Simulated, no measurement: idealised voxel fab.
Process module heading - voxel lift off
215 nm wide, 5 nm square cells: that's cross-section cut.
The cross-sections in this document take the form of a grid made of square cells. They are written out as bands, in order from top to bottom. Each band consists of one or more rows of cells.
Read a band's entry like this: the first values are the height of its top and the height of its bottom in nm, and what follows is the sequence of materials from left to right, each with its width in nm. Note that "empty" is empty space, and that a single material marked "edge to edge" reaches across the band from edge to edge.
The level at which height equals 0 is the one under which the wafer, as it arrives, is entirely one material. No lower edge exists for the bottom band, which continues downward and is notated as in "0..down".
A width such as "30 to 40" changes by the same amount from each row of cells to the next, from the band's top row to its bottom row.
For the purposes of this document, the phrase "no alteration" attached to a step denotes that no cell within the cross-section was modified by that step.
What "Sealed internal cavities" gives you is every empty space of 8 cells or more that is cut off from the top. Each appears as width x height at distance, with the distance taken from the left edge and width, height and distance all in nm.
Post-settings text on a step line: simulator's own remark regarding the step.
When a step includes a mask, the "overlay nm" setting on its line states how far to the right of its planned place that mask lay, and negative values state how far to the left.
Pairs follow: section before one process step, section after it down to the lowest changed band, step with settings underneath. Pairs may come from different runs of this module on the same starting wafer; continuity with the pair above only as stated in the "Pre-step view" entry.

-- Pre-step view
- 0..down = Si edge to edge
- Sealed internal cavities: none

-- Cross-Section Thereafter
- 5..0 = SiN edge to edge
- Everything below 0 is unchanged.
- Sealed internal cavities: none
Step linking the sections shown: CONFORMAL_DEP: material SiN, thk nm 5

Pre-step view: this step begins from the cross-section that the pair just above shows after its step.

-- Cross-Section Thereafter
- 25..5 = resist 50; empty 20; resist 25; empty 20; resist 25; empty 20; resist 55
- Everything below 5 is unchanged.
- Sealed internal cavities: none
Step linking the sections shown: PATTERN: tone open, mask id LINES, material resist, width nm 20, pitch nm 45, thk nm 20, overlay nm 0

Pre-step view: this step begins from the cross-section that the pair just above shows after its step.

-- Cross-Section Thereafter
- 30..25 = Ru 50; empty 20; Ru 25; empty 20; Ru 25; empty 20; Ru 55
- 25..10 = resist 50; empty 20; resist 25; empty 20; resist 25; empty 20; resist 55
- 10..5 = resist 50; Ru 20; resist 25; Ru 20; resist 25; Ru 20; resist 55
- Everything below 5 is unchanged.
- Sealed internal cavities: none
Step linking the sections shown: DIRECTIONAL_DEP: material Ru, thk nm 5

Pre-step view: this step begins from the cross-section that the pair just above shows after its step.

-- Cross-Section Thereafter
- 10..5 = empty 50; Ru 20; empty 25; Ru 20; empty 25; Ru 20; empty 55
- Everything below 5 is unchanged.
- Sealed internal cavities: none
Step linking the sections shown: STRIP: etch materials resist

Pre-step view: this step begins from the cross-section that the pair just above shows after its step.

-- Cross-Section Thereafter
- 15..10 = empty 45; SiCN 30; empty 15; SiCN 30; empty 15; SiCN 30; empty 50
- 10..5 = SiCN 50; Ru 20; SiCN 25; Ru 20; SiCN 25; Ru 20; SiCN 55
- Everything below 5 is unchanged.
- Sealed internal cavities: none
Step linking the sections shown: CONFORMAL_DEP: material SiCN, thk nm 5

-- Pre-step view
- 0..down = Si edge to edge
- Sealed internal cavities: none

-- Cross-Section Thereafter
- 20..0 = resist 50; empty 20; resist 25; empty 20; resist 25; empty 20; resist 55
- Everything below 0 is unchanged.
- Sealed internal cavities: none
Step linking the sections shown: PATTERN: tone open, mask id LINES, material resist, width nm 20, pitch nm 45, thk nm 20, overlay nm 0

Pre-step view: this step begins from the cross-section that the pair just above shows after its step.

-- Cross-Section Thereafter
- 25..20 = Ru 50; empty 20; Ru 25; empty 20; Ru 25; empty 20; Ru 55
- 20..5 = resist 50; empty 20; resist 25; empty 20; resist 25; empty 20; resist 55
- 5..0 = resist 50; Ru 20; resist 25; Ru 20; resist 25; Ru 20; resist 55
- Everything below 0 is unchanged.
- Sealed internal cavities: none
Step linking the sections shown: DIRECTIONAL_DEP: material Ru, thk nm 5

Pre-step view: this step begins from the cross-section that the pair just above shows after its step.

-- Cross-Section Thereafter
- 5..0 = empty 50; Ru 20; empty 25; Ru 20; empty 25; Ru 20; empty 55
- Everything below 0 is unchanged.
- Sealed internal cavities: none
Step linking the sections shown: STRIP: etch materials resist

Pre-step view: this step begins from the cross-section that the pair just above shows after its step.

-- Cross-Section Thereafter
- 10..5 = empty 45; SiCN 30; empty 15; SiCN 30; empty 15; SiCN 30; empty 50
- 5..0 = SiCN 50; Ru 20; SiCN 25; Ru 20; SiCN 25; Ru 20; SiCN 55
- Everything below 0 is unchanged.
- Sealed internal cavities: none
Step linking the sections shown: CONFORMAL_DEP: material SiCN, thk nm 5

-- Pre-step view
- 25..5 = resist 50; empty 20; resist 25; empty 20; resist 25; empty 20; resist 55
- 5..0 = SiN edge to edge
- 0..down = Si edge to edge
- Sealed internal cavities: none

-- Cross-Section Thereafter
- 40..25 = Ru 50; empty 20; Ru 25; empty 20; Ru 25; empty 20; Ru 55
- 25..20 = resist 50; empty 20; resist 25; empty 20; resist 25; empty 20; resist 55
- 20..5 = resist 50; Ru 20; resist 25; Ru 20; resist 25; Ru 20; resist 55
- Everything below 5 is unchanged.
- Sealed internal cavities: none
Step linking the sections shown: DIRECTIONAL_DEP: material Ru, thk nm 15

Pre-step view: this step begins from the cross-section that the pair just above shows after its step.

-- Cross-Section Thereafter
- 20..5 = empty 50; Ru 20; empty 25; Ru 20; empty 25; Ru 20; empty 55
- Everything below 5 is unchanged.
- Sealed internal cavities: none
Step linking the sections shown: STRIP: etch materials resist

Pre-step view: this step begins from the cross-section that the pair just above shows after its step.

-- Cross-Section Thereafter
- 25..20 = empty 45; SiCN 30; empty 15; SiCN 30; empty 15; SiCN 30; empty 50
- 20..10 = empty 45; SiCN 5; Ru 20; SiCN 5; empty 15; SiCN 5; Ru 20; SiCN 5; empty 15; SiCN 5; Ru 20; SiCN 5; empty 50
- 10..5 = SiCN 50; Ru 20; SiCN 25; Ru 20; SiCN 25; Ru 20; SiCN 55
- Everything below 5 is unchanged.
- Sealed internal cavities: none
Step linking the sections shown: CONFORMAL_DEP: material SiCN, thk nm 5

-- Pre-step view
- 5..0 = SiN edge to edge
- 0..down = Si edge to edge
- Sealed internal cavities: none

-- Cross-Section Thereafter
- 25..5 = resist 45; empty 30; resist 15; empty 30; resist 15; empty 30; resist 50
- Everything below 5 is unchanged.
- Sealed internal cavities: none
Step linking the sections shown: PATTERN: tone open, mask id LINES, material resist, width nm 30, pitch nm 45, thk nm 20, overlay nm 0

Pre-step view: this step begins from the cross-section that the pair just above shows after its step.

-- Cross-Section Thereafter
- 30..25 = Ru 45; empty 30; Ru 15; empty 30; Ru 15; empty 30; Ru 50
- 25..10 = resist 45; empty 30; resist 15; empty 30; resist 15; empty 30; resist 50
- 10..5 = resist 45; Ru 30; resist 15; Ru 30; resist 15; Ru 30; resist 50
- Everything below 5 is unchanged.
- Sealed internal cavities: none
Step linking the sections shown: DIRECTIONAL_DEP: material Ru, thk nm 5

Pre-step view: this step begins from the cross-section that the pair just above shows after its step.

-- Cross-Section Thereafter
- 10..5 = empty 45; Ru 30; empty 15; Ru 30; empty 15; Ru 30; empty 50
- Everything below 5 is unchanged.
- Sealed internal cavities: none
Step linking the sections shown: STRIP: etch materials resist

Pre-step view: this step begins from the cross-section that the pair just above shows after its step.

-- Cross-Section Thereafter
- 15..10 = empty 40; SiCN 40; empty 5; SiCN 40; empty 5; SiCN 40; empty 45
- 10..5 = SiCN 45; Ru 30; SiCN 15; Ru 30; SiCN 15; Ru 30; SiCN 50
- Everything below 5 is unchanged.
- Sealed internal cavities: none
Step linking the sections shown: CONFORMAL_DEP: material SiCN, thk nm 5

-- Pre-step view
- 5..0 = SiN edge to edge
- 0..down = Si edge to edge
- Sealed internal cavities: none

-- Cross-Section Thereafter
- 25..5 = resist 40; empty 20; resist 25; empty 20; resist 25; empty 20; resist 65
- Everything below 5 is unchanged.
- Sealed internal cavities: none
Step linking the sections shown: PATTERN: tone open, mask id LINES, material resist, width nm 20, pitch nm 45, thk nm 20, overlay nm -10

Pre-step view: this step begins from the cross-section that the pair just above shows after its step.

-- Cross-Section Thereafter
- 30..25 = Ru 40; empty 20; Ru 25; empty 20; Ru 25; empty 20; Ru 65
- 25..10 = resist 40; empty 20; resist 25; empty 20; resist 25; empty 20; resist 65
- 10..5 = resist 40; Ru 20; resist 25; Ru 20; resist 25; Ru 20; resist 65
- Everything below 5 is unchanged.
- Sealed internal cavities: none
Step linking the sections shown: DIRECTIONAL_DEP: material Ru, thk nm 5

Pre-step view: this step begins from the cross-section that the pair just above shows after its step.

-- Cross-Section Thereafter
- 10..5 = empty 40; Ru 20; empty 25; Ru 20; empty 25; Ru 20; empty 65
- Everything below 5 is unchanged.
- Sealed internal cavities: none
Step linking the sections shown: STRIP: etch materials resist

Pre-step view: this step begins from the cross-section that the pair just above shows after its step.

-- Cross-Section Thereafter
- 15..10 = empty 35; SiCN 30; empty 15; SiCN 30; empty 15; SiCN 30; empty 60
- 10..5 = SiCN 40; Ru 20; SiCN 25; Ru 20; SiCN 25; Ru 20; SiCN 65
- Everything below 5 is unchanged.
- Sealed internal cavities: none
Step linking the sections shown: CONFORMAL_DEP: material SiCN, thk nm 5

-- Pre-step view
- 10..5 = empty 50; Ru 20; empty 25; Ru 20; empty 25; Ru 20; empty 55
- 5..0 = SiN edge to edge
- 0..down = Si edge to edge
- Sealed internal cavities: none

-- Cross-Section Thereafter
- 15..10 = empty 45; SiN 30; empty 15; SiN 30; empty 15; SiN 30; empty 50
- 10..5 = SiN 50; Ru 20; SiN 25; Ru 20; SiN 25; Ru 20; SiN 55
- Everything below 5 is unchanged.
- Sealed internal cavities: none
Step linking the sections shown: CONFORMAL_DEP: material SiN, thk nm 5

-- Pre-step view
- 5..0 = SiN edge to edge
- 0..down = Si edge to edge
- Sealed internal cavities: none

-- Cross-Section Thereafter
- 25..5 = empty 50; resist 20; empty 25; resist 20; empty 25; resist 20; empty 55
- Everything below 5 is unchanged.
- Sealed internal cavities: none
Step linking the sections shown: PATTERN: tone cover, mask id LINES, material resist, width nm 20, pitch nm 45, thk nm 20, overlay nm 0

Pre-step view: this step begins from the cross-section that the pair just above shows after its step.

-- Cross-Section Thereafter
- 30..25 = empty 50; Ru 20; empty 25; Ru 20; empty 25; Ru 20; empty 55
- 25..10 = empty 50; resist 20; empty 25; resist 20; empty 25; resist 20; empty 55
- 10..5 = Ru 50; resist 20; Ru 25; resist 20; Ru 25; resist 20; Ru 55
- Everything below 5 is unchanged.
- Sealed internal cavities: none
Step linking the sections shown: DIRECTIONAL_DEP: material Ru, thk nm 5

Pre-step view: this step begins from the cross-section that the pair just above shows after its step.

-- Cross-Section Thereafter
- 10..5 = Ru 50; empty 20; Ru 25; empty 20; Ru 25; empty 20; Ru 55
- Everything below 5 is unchanged.
- Sealed internal cavities: none
Step linking the sections shown: STRIP: etch materials resist

Pre-step view: this step begins from the cross-section that the pair just above shows after its step.

-- Cross-Section Thereafter
- 15..10 = SiCN 55; empty 10; SiCN 35; empty 10; SiCN 35; empty 10; SiCN 60
- 10..5 = Ru 50; SiCN 20; Ru 25; SiCN 20; Ru 25; SiCN 20; Ru 55
- Everything below 5 is unchanged.
- Sealed internal cavities: none
Step linking the sections shown: CONFORMAL_DEP: material SiCN, thk nm 5
